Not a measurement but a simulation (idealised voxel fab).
Title: Process Module voxel spacer lines
The width of the displayed cross-section, cut, is 150 nm; its cells are square, with a size of 5 nm.
Cross-sections here: square-cell grids, written as top-down lists of bands, a band being one or more rows of cells. Quick guide to a band line: top height, bottom height (nm) up front; then every material left to right with its width in nm. Only one material and it's marked "edge to edge"? Then it fills the band edge to edge. And "air" just means empty space. The reference from which all heights are counted is 0, the level beneath which the as-received wafer is entirely one material; the lowest band, having no lower bound, proceeds downward and is written after the example "from 0 down". With a width like "30 to 40", each row of cells in the band differs from the next by the same amount, the top row carrying the first number and the bottom row the second. When a step is marked "no change", none of the cells in the cross-section changed during that step. In "Cavities, closed" the enclosed voids are listed, meaning empty spaces of 8 cells or larger without any opening to the top. The form is width x height at distance, distance from the left edge, units nm. Anything after a step's settings on that line? It's the simulator's own note about the step. When a step includes a mask, the "overlay nm" setting on its line states how far to the right of its planned place that mask lay, and negative values state how far to the left.

Process steps (planned):
step 1: op RECEIVE | material Si
step 2: op CONFORMAL_DEP | material Al2O3 | thk nm 10
step 3: op DIRECTIONAL_DEP | material SiN | thk nm 10
step 4: op DIRECTIONAL_DEP | material polySi | thk nm 25
step 5: op PATTERN | tone cover | mask id MANDREL | material resist | width nm 15 | pitch nm 60 | thk nm 30 | overlay nm 0
step 6: op DIRECTIONAL_ETCH | etch materials polySi | depth nm 25
step 7: op STRIP | etch materials resist
step 8: op CONFORMAL_DEP | material SiO2 | thk nm 15
step 9: op DIRECTIONAL_ETCH | etch materials SiO2 | depth nm 15
step 10: op STRIP | etch materials polySi
step 11: op DIRECTIONAL_ETCH | etch materials SiN | depth nm 10
step 12: op STRIP | etch materials SiO2
step 13: op FILL_DEP | material SiO2 | thk nm 10
step 14: op CMP | height nm 20

Cross-section: wafer on arrival = after step 1:
> from 0 down | Si edge to edge
> Cavities, closed: none

Cross-sectional image of the first of two wafers at the end of the module, the run having proceeded as planned:
> from 20 to 10 | 20 of SiO2  15 of SiN  15 of SiO2  15 of SiN  15 of SiO2  15 of SiN  15 of SiO2  15 of SiN  25 of SiO2
> from 10 to 0 | Al2O3 edge to edge
> from 0 down | Si edge to edge
> Cavities, closed: none

Second wafer cross-section at end of module - shared start and plan with the first, one mistake in the run:
> from 20 to 10 | 20 of SiO2  15 of SiN  15 of SiO2  15 of SiN  15 of SiO2  15 of SiN  15 of SiO2  15 of SiN  25 of SiO2
> from 10 to 0 | polySi edge to edge
> from 0 down | Si edge to edge
> Cavities, closed: none
Error vs. plan: in deviation from the planned setting, step 2 was conducted as op CONFORMAL_DEP | material polySi | thk nm 10
Wafer comparison, final, in cells, second relative to first, materials more or fewer: 60 fewer of Al2O3; 60 more of polySi
